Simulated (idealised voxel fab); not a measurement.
Title: Process Module voxel released beams
Pictured: cross-section cut, 190 nm wide, on a grid of 5 nm square cells.
For the purposes of this document, a cross-section shall be understood as a grid of square cells, specified as bands listed in top-to-bottom order, each band consisting of one or more rows of cells. Top height, bottom height, nm. Materials left to right, width each, nm. Single material + "all across" = fills band edge to edge. "air" = empty. Where do heights start? At 0: under that level the wafer as delivered is made of one material only. And the lowest band has no floor; it just carries on downward, as in "0..down". With a width like "30..40", each row of cells in the band differs from the next by the same amount, the top row carrying the first number and the bottom row the second. "identical to before" (step): cross-section cells unchanged, all of them. Closed-off voids of 8+ cells (no open route to the top) go in "Enclosed void catalog", written width x height at distance from the left edge, in nm. Past the settings on a step's line: simulator remark, on that step. overlay nm: how far to the right of its planned place the mask lay on this masked step (negative: to the left).

-- List of planned process steps
- 1: RECEIVE: material Si
- 2: CONFORMAL_DEP: material SiN, thk nm 5
- 3: DIRECTIONAL_DEP: material SiO2, thk nm 20
- 4: PATTERN: tone open, mask id ANCHOR, material resist, width nm 45, thk nm 15, overlay nm 0
- 5: DIRECTIONAL_ETCH: etch materials SiO2, depth nm 20
- 6: STRIP: etch materials resist
- 7: CONFORMAL_DEP: material TiN, thk nm 15
- 8: PATTERN: tone cover, mask id BEAM, material resist, width nm 130, thk nm 15, overlay nm 0
- 9: DIRECTIONAL_ETCH: etch materials TiN, depth nm 15
- 10: STRIP: etch materials resist
- 11: STRIP: etch materials SiO2

-- So this is the incoming wafer in cross-section - it's already been through step 1
0..down: Si all across
Enclosed void catalog: none

-- Same starting wafer, same plan as above, one mistake in the execution; this is the cross-section at the end of the module
35..20: 25 nm air, 20 nm TiN, 15 nm air, 95 nm TiN, 35 nm air
20..15: 30 nm air, 15 nm TiN, 15 nm air, 15 nm TiN, 115 nm air
15..0: 30 nm air, 45 nm TiN, 115 nm air
0..down: Si all across
Enclosed void catalog: none
What broke from the plan during processing? step 2 from the plan never happened, it was just skipped
